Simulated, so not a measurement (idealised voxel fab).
You're looking at the process module voxel air gaps.
Displayed cross-section: cut, width of 185 nm, square cells sized 5 nm.
Cross-section = grid of square cells, listed top down in bands; band = one or more rows. Look at the band entry: it leads with the top's height and the bottom's height in nm. Then it lists the materials left to right, with a width in nm for each. The word "everywhere" on a single material says that material fills the band edge to edge. The word "blank" is empty space. Below 0: as-received wafer, all one material; heights counted from there. Lowest band: no bottom, goes on down, written "0 and below". The expression "30->40" gives the width at the extremes of the band, the first number at its top row of cells and the second at its bottom row, with the width changing by equal amounts from each row to the next in between. No cell of the cross-section changed in a step that is given as "no modification". Empty spaces counting at least 8 cells and having no open way to the top are listed in "Enclosed cavity list". The notation width x height at distance is used for each, the distance being from the left edge and all three values in nm. What comes after the settings on a step's line is commentary from the simulator itself on that step. The line of a step may include "overlay nm". On a step with a mask, this value is how far to the right of its planned place the mask lay. A negative value means the mask lay to the left.
**So here's the lineup of process steps we planned**
1. RECEIVE (material Si)
2. CONFORMAL_DEP (material SiO2; thk nm 15)
3. CONFORMAL_DEP (material SiCN; thk nm 5)
4. DIRECTIONAL_DEP (material lowk; thk nm 40)
5. DIRECTIONAL_DEP (material aC; thk nm 10)
6. PATTERN (tone open; mask id LINES; material resist; width nm 15; pitch nm 45; thk nm 30; overlay nm 0)
7. DIRECTIONAL_ETCH (etch materials aC; depth nm 10)
8. STRIP (etch materials resist)
9. DIRECTIONAL_ETCH (etch materials lowk; depth nm 40)
10. STRIP (etch materials aC)
11. CONFORMAL_DEP (material TiN; thk nm 5)
12. FILL_DEP (material Cu; thk nm 10)
13. CMP (height nm 60)
14. EPI (material Ru; thk nm 10)
15. SELECTIVE_ETCH (etch materials lowk; depth nm 50)
16. CONFORMAL_DEP (material SiCN; thk nm 5)
The width nm used in step 6 is not the same on every wafer, whereas the starting condition is; the value printed in the plan is the first wafer's.
**Received condition of the first of several wafers, sectioned: post-step 1**
    0 and below: Si everywhere
    Enclosed cavity list: none
**Once step 16, the last step, is complete, the module is at its end; this is the cross-section of the first of several wafers**
    75 down to 70: 25 blank | 135 SiCN | 25 blank
    70 down to 60: 25 blank | 5 SiCN | 35 Ru | 10 SiCN | 35 Ru | 10 SiCN | 35 Ru | 5 SiCN | 25 blank
    60 down to 55: 25 blank | 15 SiCN | 5 TiN | 5 Cu | 5 TiN | 30 SiCN | 5 TiN | 5 Cu | 5 TiN | 30 SiCN | 5 TiN | 5 Cu | 5 TiN | 15 SiCN | 25 blank
    55 down to 25: 35 blank | 5 SiCN | 5 TiN | 5 Cu | 5 TiN | 5 SiCN | 20 blank | 5 SiCN | 5 TiN | 5 Cu | 5 TiN | 5 SiCN | 20 blank | 5 SiCN | 5 TiN | 5 Cu | 5 TiN | 5 SiCN | 35 blank
    25 down to 20: 40 SiCN | 15 TiN | 30 SiCN | 15 TiN | 30 SiCN | 15 TiN | 40 SiCN
    20 down to 15: SiCN everywhere
    15 down to 0: SiO2 everywhere
    0 and below: Si everywhere
    Enclosed cavity list: 20 x 30 at 60; 20 x 30 at 105
**Cross-section, module end, final of several wafers**
    75 down to 70: 15 blank | 150 SiCN | 20 blank
    70 down to 60: 15 blank | 5 SiCN | 140 Ru | 5 SiCN | 20 blank
    60 down to 55: 15 blank | 15 SiCN | 5 TiN | 20 Cu | 5 TiN | 15 lowk | 5 TiN | 20 Cu | 5 TiN | 15 lowk | 5 TiN | 20 Cu | 5 TiN | 15 SiCN | 20 blank
    55 down to 25: 25 blank | 5 SiCN | 5 TiN | 20 Cu | 5 TiN | 15 lowk | 5 TiN | 20 Cu | 5 TiN | 15 lowk | 5 TiN | 20 Cu | 5 TiN | 5 SiCN | 30 blank
    25 down to 20: 30 SiCN | 30 TiN | 15 lowk | 30 TiN | 15 lowk | 30 TiN | 35 SiCN
    20 down to 15: SiCN everywhere
    15 down to 0: SiO2 everywhere
    0 and below: Si everywhere
    Enclosed cavity list: none
**So in this table every wafer gets its own row, and what you see is where it stands at the end of the module: for each material, how many cells it picked up (+) or gave up (-) since we received it, and after that its closed voids**
width nm 15 | +21 Cu | +42 Ru | +158 SiCN | +111 SiO2 | +51 TiN | Enclosed cavity list: 20 x 30 at 60; 20 x 30 at 105
width nm 20 | +42 Cu | +48 Ru | +150 SiCN | +111 SiO2 | +54 TiN | Enclosed cavity list: 15 x 30 at 60; 15 x 30 at 105
width nm 25 | +63 Cu | +54 Ru | +102 SiCN | +111 SiO2 | +57 TiN | +64 lowk | Enclosed cavity list: none
width nm 30 | +84 Cu | +56 Ru | +102 SiCN | +111 SiO2 | +60 TiN | +48 lowk | Enclosed cavity list: none
